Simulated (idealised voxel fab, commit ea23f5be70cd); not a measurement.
process module | voxel tone inversion
Pictured: cross-section cut, 255 nm wide, on a grid of 5 nm square cells.
Format of a cross-section: grid, square cells. Given as bands. Order: top down. Band: one or more rows of cells. What a band's entry tells you: where the top is and where the bottom is, as heights in nm, and after that what lies inside, material by material from left to right, each with its width in nm. Empty space is written as the word "empty", and a single material marked with the word "throughout" occupies the band from edge to edge. Heads up on the height convention: 0 is the point under which the incoming wafer is all one material, and the lowest band has no bottom, it just keeps going down, like "z 0 and below". The width entry "30->40" should be interpreted row by row: the top row of cells in the band takes the first number, the bottom row takes the second number, and the change between adjacent rows is uniform throughout. Where the words "remained unchanged" appear for a step, the cross-section shows no cell changed by that step; every cell remained as before. Closed empty spaces (no open way to the top) of 8 cells or more are what "Trapped voids" lists, each as width x height at distance from the left edge, nm for all three. Formally, on a step line, whatever follows the settings is a remark that the simulator itself makes on the step. Steps that use a mask can have "overlay nm" on their line. It says how far the mask sat to the right of where it was meant to be. Negative means to the left.

THE STEPS PLANNED FOR THE PROCESS ARE AS FOLLOWS
1 RECEIVE, material Si
2 CONFORMAL_DEP, material SiN, thk nm 10
3 DIRECTIONAL_DEP, material polySi, thk nm 25
4 PATTERN, tone cover, mask id POSTS, material resist, width nm 25, pitch nm 40, thk nm 30, overlay nm 0
5 DIRECTIONAL_ETCH, etch materials polySi, depth nm 25
6 STRIP, etch materials resist
7 FILL_DEP, material lowk, thk nm 5
8 CMP, height nm 35
9 STRIP, etch materials polySi
10 CONFORMAL_DEP, material TiN, thk nm 5
11 FILL_DEP, material Cu, thk nm 10
12 CMP, height nm 35
13 CONFORMAL_DEP, material SiCN, thk nm 5

ACCOUNT OF THE FIRST OF TWO WAFERS, WHICH WAS PROCESSED AS INTENDED

INCOMING WAFER IN CROSS-SECTION (STATE: AFTER STEP 1)
    z 0 and below = Si throughout
    Trapped voids: none

UPON COMPLETION OF STEP 2, THE WAFER APPEARS IN CROSS-SECTION AS SHOWN
    z 10 to 0 = SiN throughout
    Below 0, no change.

UPON COMPLETION OF STEP 3, THE WAFER APPEARS IN CROSS-SECTION AS SHOWN
    z 35 to 10 = polySi throughout
    Below 10, no change.

UPON COMPLETION OF STEP 4, THE WAFER APPEARS IN CROSS-SECTION AS SHOWN
    z 65 to 35 = empty: 95; resist: 25; empty: 15; resist: 25; empty: 95
    Below 35, no change.

UPON COMPLETION OF STEP 5, THE WAFER APPEARS IN CROSS-SECTION AS SHOWN
    z 65 to 35 = empty: 95; resist: 25; empty: 15; resist: 25; empty: 95
    z 35 to 10 = empty: 95; polySi: 25; empty: 15; polySi: 25; empty: 95
    Below 10, no change.

UPON COMPLETION OF STEP 6, THE WAFER APPEARS IN CROSS-SECTION AS SHOWN
    z 35 to 10 = empty: 95; polySi: 25; empty: 15; polySi: 25; empty: 95
    Below 10, no change.

UPON COMPLETION OF STEP 7, THE WAFER APPEARS IN CROSS-SECTION AS SHOWN
    z 40 to 35 = lowk throughout
    z 35 to 10 = lowk: 95; polySi: 25; lowk: 15; polySi: 25; lowk: 95
    Below 10, no change.

UPON COMPLETION OF STEP 8, THE WAFER APPEARS IN CROSS-SECTION AS SHOWN
    z 35 to 10 = lowk: 95; polySi: 25; lowk: 15; polySi: 25; lowk: 95
    Below 10, no change.

UPON COMPLETION OF STEP 9, THE WAFER APPEARS IN CROSS-SECTION AS SHOWN
    z 35 to 10 = lowk: 95; empty: 25; lowk: 15; empty: 25; lowk: 95
    Below 10, no change.

UPON COMPLETION OF STEP 10, THE WAFER APPEARS IN CROSS-SECTION AS SHOWN
    z 40 to 35 = TiN: 100; empty: 15; TiN: 25; empty: 15; TiN: 100
    z 35 to 15 = lowk: 95; TiN: 5; empty: 15; TiN: 5; lowk: 15; TiN: 5; empty: 15; TiN: 5; lowk: 95
    z 15 to 10 = lowk: 95; TiN: 25; lowk: 15; TiN: 25; lowk: 95
    Below 10, no change.

UPON COMPLETION OF STEP 11, THE WAFER APPEARS IN CROSS-SECTION AS SHOWN
    z 50 to 40 = Cu throughout
    z 40 to 35 = TiN: 100; Cu: 15; TiN: 25; Cu: 15; TiN: 100
    z 35 to 15 = lowk: 95; TiN: 5; Cu: 15; TiN: 5; lowk: 15; TiN: 5; Cu: 15; TiN: 5; lowk: 95
    Below 15, no change.

UPON COMPLETION OF STEP 12, THE WAFER APPEARS IN CROSS-SECTION AS SHOWN
    z 35 to 15 = lowk: 95; TiN: 5; Cu: 15; TiN: 5; lowk: 15; TiN: 5; Cu: 15; TiN: 5; lowk: 95
    Below 15, no change.

UPON COMPLETION OF STEP 13, THE WAFER APPEARS IN CROSS-SECTION AS SHOWN
    z 40 to 35 = SiCN throughout
    Below 35, no change.

WHAT FOLLOWS CONCERNS THE SECOND WAFER, WHICH STARTED OUT LIKE THE FIRST AND WAS MEANT TO FOLLOW THE VERY SAME PLAN; ONE MISTAKE CREPT IN WHEN IT WAS RUN, BUT EVERYTHING UP TO AND INCLUDING STEP 11 IS THE SAME AS FOR THE FIRST WAFER

Planned end of step 12: second wafer, cross-section: remained unchanged

PLANNED END OF STEP 13: SECOND WAFER, CROSS-SECTION
    z 55 to 50 = SiCN throughout
    Below 50, no change.
Finding, execution versus plan: yeah, step 12 of the plan got skipped, never ran
Final difference in cells, second wafer against first, listed per material as more or fewer: +108 Cu | +45 TiN
